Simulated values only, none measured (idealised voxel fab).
process module | voxel lift off
cross-section cut | 300 nm wide | cells 5 nm
A cross-section is a grid of square cells, given in bands from the top down. A band is one or more rows of cells.
Each band's line starts with the height of the band's top and of its bottom, in nm. Then come its materials from left to right, each with its width in nm. One material with "throughout" fills the band from edge to edge. "air" is empty space.
Height 0 is the level under which the wafer as received is all one material. The lowest band goes on downwards, as in "0 down".
A width such as "30 to 40" changes by the same amount from each row of cells to the next, from the band's top row to its bottom row.
"no change" after a step means that no cell of the cross-section changed.
closed voids: empty space of 8 cells or more with no open way to the top, each as width x height at its distance from the left edge, in nm
after a step's settings: what the simulator itself notes on the step
overlay nm, on a step with a mask: how far to the right of its planned place the mask lay; to the left if negative
plan
1 op RECEIVE | material Si
2 op CONFORMAL_DEP | material SiN | thk nm 10
3 op PATTERN | tone open | mask id LINES | material resist | width nm 30 | pitch nm 60 | thk nm 15 | overlay nm 0
4 op DIRECTIONAL_DEP | material Ru | thk nm 5
5 op STRIP | etch materials resist
6 op CONFORMAL_DEP | material SiN | thk nm 5
first wafer, as planned
as received, after step 1
  0 down: Si throughout
  closed voids: none
after step 2
  10 to 0: SiN throughout
  below 0: unchanged
after step 3
  25 to 10: resist 45 | air 30 | resist 30 | air 30 | resist 30 | air 30 | resist 30 | air 30 | resist 45
  below 10: unchanged
after step 4
  30 to 25: Ru 45 | air 30 | Ru 30 | air 30 | Ru 30 | air 30 | Ru 30 | air 30 | Ru 45
  25 to 15: resist 45 | air 30 | resist 30 | air 30 | resist 30 | air 30 | resist 30 | air 30 | resist 45
  15 to 10: resist 45 | Ru 30 | resist 30 | Ru 30 | resist 30 | Ru 30 | resist 30 | Ru 30 | resist 45
  below 10: unchanged
after step 5
  15 to 10: air 45 | Ru 30 | air 30 | Ru 30 | air 30 | Ru 30 | air 30 | Ru 30 | air 45
  below 10: unchanged
after step 6
  20 to 15: air 40 | SiN 40 | air 20 | SiN 40 | air 20 | SiN 40 | air 20 | SiN 40 | air 40
  15 to 10: SiN 45 | Ru 30 | SiN 30 | Ru 30 | SiN 30 | Ru 30 | SiN 30 | Ru 30 | SiN 45
  below 10: unchanged
second wafer: like start, like plan, one mistake. Through step 4 it matches the first wafer
when step 5 should have ended
  15 to 10: air 45 | Ru 30 | air 30 | Ru 30 | air 30 | Ru 30 | air 30 | Ru 30 | air 45
  below 10: unchanged
when step 6 should have ended
  20 to 15: air 40 | SiN 40 | air 20 | SiN 40 | air 20 | SiN 40 | air 20 | SiN 40 | air 40
  15 to 10: SiN 45 | Ru 30 | SiN 30 | Ru 30 | SiN 30 | Ru 30 | SiN 30 | Ru 30 | SiN 45
  below 10: unchanged
what went wrong: step 5 was run twice
at the end the two cross-sections are the same: no effect in what this model computes
